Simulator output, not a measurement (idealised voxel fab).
Module name: voxel wiring stack (process module)
Section shown: cut. Width: 165 nm. Cell size: 5 nm, square.
The cross-sections in this document take the form of a grid made of square cells. They are written out as bands, in order from top to bottom. Each band consists of one or more rows of cells.
Heads up on the band format: heights come first, top then bottom, in nm. After that it's the materials left to right, each with its width in nm. A single material flagged "all across" fills the whole band edge to edge, and "air" means there's empty space there.
Height is counted from the level 0, under which the received wafer is composed throughout of one material. The lowest of the bands is not closed at the bottom but continues downward, in the notation "top 0, no bottom".
Read "30..40" as a graded width: first number on top, second number at the bottom, same change between each pair of neighbouring rows.
Where a step carries "no alterations made", the cross-section came out of it unchanged, cell for cell.
In "Voids, fully enclosed" the enclosed voids are listed, meaning empty spaces of 8 cells or larger without any opening to the top. The form is width x height at distance, distance from the left edge, units nm.
Note: text after step settings on the step line = simulator remark on that step.
When a step includes a mask, the "overlay nm" setting on its line states how far to the right of its planned place that mask lay, and negative values state how far to the left.

The planned process steps are enumerated hereunder:
1 RECEIVE with material Si
2 CONFORMAL_DEP with material SiO2, thk nm 15
3 DIRECTIONAL_DEP with material TiN, thk nm 5
4 DIRECTIONAL_DEP with material W, thk nm 15
5 PATTERN with tone cover, mask id METAL_1, material resist, width nm 30, pitch nm 50, thk nm 15, overlay nm 0
6 DIRECTIONAL_ETCH with etch materials W, depth nm 15
7 DIRECTIONAL_ETCH with etch materials TiN, depth nm 5
8 STRIP with etch materials resist
9 FILL_DEP with material lowk, thk nm 5
10 CMP with height nm 35
11 CONFORMAL_DEP with material SiCN, thk nm 5
12 DIRECTIONAL_DEP with material SiO2, thk nm 25
13 MASKED_ETCH with tone open, mask id METAL_2_HOLES, width nm 15, pitch nm 50, etch materials SiO2, depth nm 25, overlay nm 0
14 PATTERN with tone open, mask id METAL_2, material resist, width nm 30, pitch nm 50, thk nm 15, overlay nm 0
15 DIRECTIONAL_ETCH with etch materials SiO2, depth nm 15
16 DIRECTIONAL_ETCH with etch materials SiCN, depth nm 5
17 STRIP with etch materials resist
18 CONFORMAL_DEP with material TiN, thk nm 5
19 FILL_DEP with material Cu, thk nm 5
20 CMP with height nm 65
21 CONFORMAL_DEP with material SiCN, thk nm 5
22 DIRECTIONAL_DEP with material lowk, thk nm 20
23 PATTERN with tone open, mask id PLUG_2, material resist, width nm 15, pitch nm 50, thk nm 15, overlay nm 0
24 DIRECTIONAL_ETCH with etch materials lowk, depth nm 20
25 DIRECTIONAL_ETCH with etch materials SiCN, depth nm 5
26 STRIP with etch materials resist
27 EPI with material Ru, thk nm 10
28 EPI with material Ru, thk nm 10
29 EPI with material Ru, thk nm 5
30 DIRECTIONAL_DEP with material TiN, thk nm 5
31 DIRECTIONAL_DEP with material Ru, thk nm 20
32 MASKED_ETCH with tone cover, mask id METAL_3, width nm 30, pitch nm 50, etch materials Ru, depth nm 20, overlay nm 0
33 MASKED_ETCH with tone cover, mask id METAL_3, width nm 30, pitch nm 50, etch materials TiN, depth nm 5, overlay nm 0
34 FILL_DEP with material SiO2, thk nm 5
35 CMP with height nm 115
36 CONFORMAL_DEP with material SiCN, thk nm 5

first wafer, as planned:

Cross-section, incoming material, after step 1:
> top 0, no bottom = Si all across
> Voids, fully enclosed: none

Cross-section: wafer state after step 2:
> top 15, bottom 0 = SiO2 all across
> Below 0, the layers are the same as they were.

Cross-section: wafer state after step 3:
> top 20, bottom 15 = TiN all across
> Below 15, the layers are the same as they were.

Cross-section: wafer state after step 4:
> top 35, bottom 20 = W all across
> Below 20, the layers are the same as they were.

Cross-section: wafer state after step 5:
> top 50, bottom 35 = air 40 nm | resist 30 nm | air 20 nm | resist 30 nm | air 45 nm
> Below 35, the layers are the same as they were.

Cross-section: wafer state after step 6:
> top 50, bottom 35 = air 40 nm | resist 30 nm | air 20 nm | resist 30 nm | air 45 nm
> top 35, bottom 20 = air 40 nm | W 30 nm | air 20 nm | W 30 nm | air 45 nm
> Below 20, the layers are the same as they were.

Cross-section: wafer state after step 7:
> top 50, bottom 35 = air 40 nm | resist 30 nm | air 20 nm | resist 30 nm | air 45 nm
> top 35, bottom 20 = air 40 nm | W 30 nm | air 20 nm | W 30 nm | air 45 nm
> top 20, bottom 15 = air 40 nm | TiN 30 nm | air 20 nm | TiN 30 nm | air 45 nm
> Below 15, the layers are the same as they were.

Cross-section: wafer state after step 8:
> top 35, bottom 20 = air 40 nm | W 30 nm | air 20 nm | W 30 nm | air 45 nm
> Below 20, the layers are the same as they were.

Cross-section: wafer state after step 9:
> top 40, bottom 35 = lowk all across
> top 35, bottom 20 = lowk 40 nm | W 30 nm | lowk 20 nm | W 30 nm | lowk 45 nm
> top 20, bottom 15 = lowk 40 nm | TiN 30 nm | lowk 20 nm | TiN 30 nm | lowk 45 nm
> Below 15, the layers are the same as they were.

Cross-section: wafer state after step 10:
> top 35, bottom 20 = lowk 40 nm | W 30 nm | lowk 20 nm | W 30 nm | lowk 45 nm
> Below 20, the layers are the same as they were.

Cross-section: wafer state after step 11:
> top 40, bottom 35 = SiCN all across
> Below 35, the layers are the same as they were.

Cross-section: wafer state after step 12:
> top 65, bottom 40 = SiO2 all across
> Below 40, the layers are the same as they were.

Cross-section: wafer state after step 13:
> top 65, bottom 40 = SiO2 40 nm | air 15 nm | SiO2 35 nm | air 15 nm | SiO2 60 nm
> Below 40, the layers are the same as they were.

Cross-section: wafer state after step 14:
> top 80, bottom 65 = resist 40 nm | air 30 nm | resist 20 nm | air 30 nm | resist 45 nm
> Below 65, the layers are the same as they were.

Cross-section: wafer state after step 15:
> top 80, bottom 65 = resist 40 nm | air 30 nm | resist 20 nm | air 30 nm | resist 45 nm
> top 65, bottom 50 = SiO2 40 nm | air 30 nm | SiO2 20 nm | air 30 nm | SiO2 45 nm
> Below 50, the layers are the same as they were.

Cross-section: wafer state after step 16:
> top 80, bottom 65 = resist 40 nm | air 30 nm | resist 20 nm | air 30 nm | resist 45 nm
> top 65, bottom 50 = SiO2 40 nm | air 30 nm | SiO2 20 nm | air 30 nm | SiO2 45 nm
> top 50, bottom 40 = SiO2 40 nm | air 15 nm | SiO2 35 nm | air 15 nm | SiO2 60 nm
> top 40, bottom 35 = SiCN 40 nm | air 15 nm | SiCN 35 nm | air 15 nm | SiCN 60 nm
> Below 35, the layers are the same as they were.

Cross-section: wafer state after step 17:
> top 65, bottom 50 = SiO2 40 nm | air 30 nm | SiO2 20 nm | air 30 nm | SiO2 45 nm
> Below 50, the layers are the same as they were.

Cross-section: wafer state after step 18:
> top 70, bottom 65 = TiN 45 nm | air 20 nm | TiN 30 nm | air 20 nm | TiN 50 nm
> top 65, bottom 55 = SiO2 40 nm | TiN 5 nm | air 20 nm | TiN 5 nm | SiO2 20 nm | TiN 5 nm | air 20 nm | TiN 5 nm | SiO2 45 nm
> top 55, bottom 50 = SiO2 40 nm | TiN 5 nm | air 5 nm | TiN 20 nm | SiO2 20 nm | TiN 5 nm | air 5 nm | TiN 20 nm | SiO2 45 nm
> top 50, bottom 40 = SiO2 40 nm | TiN 5 nm | air 5 nm | TiN 5 nm | SiO2 35 nm | TiN 5 nm | air 5 nm | TiN 5 nm | SiO2 60 nm
> top 40, bottom 35 = SiCN 40 nm | TiN 15 nm | SiCN 35 nm | TiN 15 nm | SiCN 60 nm
> Below 35, the layers are the same as they were.

Cross-section: wafer state after step 19:
> top 75, bottom 70 = Cu all across
> top 70, bottom 65 = TiN 45 nm | Cu 20 nm | TiN 30 nm | Cu 20 nm | TiN 50 nm
> top 65, bottom 55 = SiO2 40 nm | TiN 5 nm | Cu 20 nm | TiN 5 nm | SiO2 20 nm | TiN 5 nm | Cu 20 nm | TiN 5 nm | SiO2 45 nm
> top 55, bottom 50 = SiO2 40 nm | TiN 5 nm | Cu 5 nm | TiN 20 nm | SiO2 20 nm | TiN 5 nm | Cu 5 nm | TiN 20 nm | SiO2 45 nm
> top 50, bottom 40 = SiO2 40 nm | TiN 5 nm | Cu 5 nm | TiN 5 nm | SiO2 35 nm | TiN 5 nm | Cu 5 nm | TiN 5 nm | SiO2 60 nm
> Below 40, the layers are the same as they were.

Cross-section: wafer state after step 20:
> top 65, bottom 55 = SiO2 40 nm | TiN 5 nm | Cu 20 nm | TiN 5 nm | SiO2 20 nm | TiN 5 nm | Cu 20 nm | TiN 5 nm | SiO2 45 nm
> Below 55, the layers are the same as they were.

Cross-section: wafer state after step 21:
> top 70, bottom 65 = SiCN all across
> Below 65, the layers are the same as they were.

Cross-section: wafer state after step 22:
> top 90, bottom 70 = lowk all across
> Below 70, the layers are the same as they were.

Cross-section: wafer state after step 23:
> top 105, bottom 90 = resist 40 nm | air 15 nm | resist 35 nm | air 15 nm | resist 60 nm
> Below 90, the layers are the same as they were.

Cross-section: wafer state after step 24:
> top 105, bottom 90 = resist 40 nm | air 15 nm | resist 35 nm | air 15 nm | resist 60 nm
> top 90, bottom 70 = lowk 40 nm | air 15 nm | lowk 35 nm | air 15 nm | lowk 60 nm
> Below 70, the layers are the same as they were.

Cross-section: wafer state after step 25:
> top 105, bottom 90 = resist 40 nm | air 15 nm | resist 35 nm | air 15 nm | resist 60 nm
> top 90, bottom 70 = lowk 40 nm | air 15 nm | lowk 35 nm | air 15 nm | lowk 60 nm
> top 70, bottom 65 = SiCN 40 nm | air 15 nm | SiCN 35 nm | air 15 nm | SiCN 60 nm
> Below 65, the layers are the same as they were.

Cross-section: wafer state after step 26:
> top 90, bottom 70 = lowk 40 nm | air 15 nm | lowk 35 nm | air 15 nm | lowk 60 nm
> Below 70, the layers are the same as they were.

Cross-section: wafer state after step 27:
> top 90, bottom 75 = lowk 40 nm | air 15 nm | lowk 35 nm | air 15 nm | lowk 60 nm
> top 75, bottom 70 = lowk 40 nm | Ru 15 nm | lowk 35 nm | Ru 15 nm | lowk 60 nm
> top 70, bottom 65 = SiCN 40 nm | Ru 15 nm | SiCN 35 nm | Ru 15 nm | SiCN 60 nm
> Below 65, the layers are the same as they were.

Cross-section: wafer state after step 28:
> top 90, bottom 85 = lowk 40 nm | air 15 nm | lowk 35 nm | air 15 nm | lowk 60 nm
> top 85, bottom 70 = lowk 40 nm | Ru 15 nm | lowk 35 nm | Ru 15 nm | lowk 60 nm
> Below 70, the layers are the same as they were.

Cross-section: wafer state after step 29:
> top 90, bottom 70 = lowk 40 nm | Ru 15 nm | lowk 35 nm | Ru 15 nm | lowk 60 nm
> Below 70, the layers are the same as they were.

Cross-section: wafer state after step 30:
> top 95, bottom 90 = TiN all across
> Below 90, the layers are the same as they were.

Cross-section: wafer state after step 31:
> top 115, bottom 95 = Ru all across
> Below 95, the layers are the same as they were.

Cross-section: wafer state after step 32:
> top 115, bottom 95 = air 40 nm | Ru 30 nm | air 20 nm | Ru 30 nm | air 45 nm
> Below 95, the layers are the same as they were.

Cross-section: wafer state after step 33:
> top 115, bottom 95 = air 40 nm | Ru 30 nm | air 20 nm | Ru 30 nm | air 45 nm
> top 95, bottom 90 = air 40 nm | TiN 30 nm | air 20 nm | TiN 30 nm | air 45 nm
> Below 90, the layers are the same as they were.

Cross-section: wafer state after step 34:
> top 120, bottom 115 = SiO2 all across
> top 115, bottom 95 = SiO2 40 nm | Ru 30 nm | SiO2 20 nm | Ru 30 nm | SiO2 45 nm
> top 95, bottom 90 = SiO2 40 nm | TiN 30 nm | SiO2 20 nm | TiN 30 nm | SiO2 45 nm
> Below 90, the layers are the same as they were.

Cross-section: wafer state after step 35:
> top 115, bottom 95 = SiO2 40 nm | Ru 30 nm | SiO2 20 nm | Ru 30 nm | SiO2 45 nm
> Below 95, the layers are the same as they were.

Cross-section: wafer state after step 36:
> top 120, bottom 115 = SiCN all across
> Below 115, the layers are the same as they were.

Wafer two: like wafer one in start and plan, but with one mistake in execution; identical up to and including step 26:

Second wafer, section view, time point: scheduled end of step 28:
> top 95, bottom 90 = air 35 nm | Ru 25 nm | air 25 nm | Ru 25 nm | air 55 nm
> top 90, bottom 70 = lowk 40 nm | Ru 15 nm | lowk 35 nm | Ru 15 nm | lowk 60 nm
> top 70, bottom 65 = SiCN 40 nm | Ru 15 nm | SiCN 35 nm | Ru 15 nm | SiCN 60 nm
> Below 65, the layers are the same as they were.

Second wafer, section view, time point: scheduled end of step 29:
> top 100, bottom 90 = air 30 nm | Ru 35 nm | air 15 nm | Ru 35 nm | air 50 nm
> Below 90, the layers are the same as they were.

Second wafer, section view, time point: scheduled end of step 30:
> top 105, bottom 100 = air 30 nm | TiN 35 nm | air 15 nm | TiN 35 nm | air 50 nm
> top 100, bottom 95 = air 30 nm | Ru 35 nm | air 15 nm | Ru 35 nm | air 50 nm
> top 95, bottom 90 = TiN 30 nm | Ru 35 nm | TiN 15 nm | Ru 35 nm | TiN 50 nm
> Below 90, the layers are the same as they were.

Second wafer, section view, time point: scheduled end of step 31:
> top 125, bottom 115 = air 30 nm | Ru 35 nm | air 15 nm | Ru 35 nm | air 50 nm
> top 115, bottom 105 = Ru all across
> top 105, bottom 100 = Ru 30 nm | TiN 35 nm | Ru 15 nm | TiN 35 nm | Ru 50 nm
> top 100, bottom 95 = Ru all across
> Below 95, the layers are the same as they were.

Second wafer, section view, time point: scheduled end of step 32:
> top 125, bottom 115 = air 40 nm | Ru 25 nm | air 25 nm | Ru 25 nm | air 50 nm
> top 115, bottom 105 = air 40 nm | Ru 30 nm | air 20 nm | Ru 30 nm | air 45 nm
> top 105, bottom 100 = air 30 nm | TiN 35 nm | Ru 5 nm | air 10 nm | TiN 35 nm | Ru 5 nm | air 45 nm
> top 100, bottom 95 = air 30 nm | Ru 40 nm | air 10 nm | Ru 40 nm | air 45 nm
> Below 95, the layers are the same as they were.

Second wafer, section view, time point: scheduled end of step 33:
> top 125, bottom 115 = air 40 nm | Ru 25 nm | air 25 nm | Ru 25 nm | air 50 nm
> top 115, bottom 105 = air 40 nm | Ru 30 nm | air 20 nm | Ru 30 nm | air 45 nm
> top 105, bottom 100 = air 40 nm | TiN 25 nm | Ru 5 nm | air 20 nm | TiN 25 nm | Ru 5 nm | air 45 nm
> top 100, bottom 95 = air 30 nm | Ru 40 nm | air 10 nm | Ru 40 nm | air 45 nm
> top 95, bottom 90 = air 30 nm | Ru 35 nm | TiN 5 nm | air 10 nm | Ru 35 nm | TiN 5 nm | air 45 nm
> Below 90, the layers are the same as they were.

Second wafer, section view, time point: scheduled end of step 34:
> top 130, bottom 125 = SiO2 all across
> top 125, bottom 115 = SiO2 40 nm | Ru 25 nm | SiO2 25 nm | Ru 25 nm | SiO2 50 nm
> top 115, bottom 105 = SiO2 40 nm | Ru 30 nm | SiO2 20 nm | Ru 30 nm | SiO2 45 nm
> top 105, bottom 100 = SiO2 40 nm | TiN 25 nm | Ru 5 nm | SiO2 20 nm | TiN 25 nm | Ru 5 nm | SiO2 45 nm
> top 100, bottom 95 = SiO2 30 nm | Ru 40 nm | SiO2 10 nm | Ru 40 nm | SiO2 45 nm
> top 95, bottom 90 = SiO2 30 nm | Ru 35 nm | TiN 5 nm | SiO2 10 nm | Ru 35 nm | TiN 5 nm | SiO2 45 nm
> Below 90, the layers are the same as they were.

Second wafer, section view, time point: scheduled end of step 35:
> top 115, bottom 105 = SiO2 40 nm | Ru 30 nm | SiO2 20 nm | Ru 30 nm | SiO2 45 nm
> Below 105, the layers are the same as they were.

Second wafer, section view, time point: scheduled end of step 36:
> top 120, bottom 115 = SiCN all across
> Below 115, the layers are the same as they were.
Finding, execution versus plan: there is no telling which one of steps 27 and 28, all the same, got done twice
FYI, end of process, the second wafer has more or fewer cells of some materials than the first: Ru +8, SiO2 -8
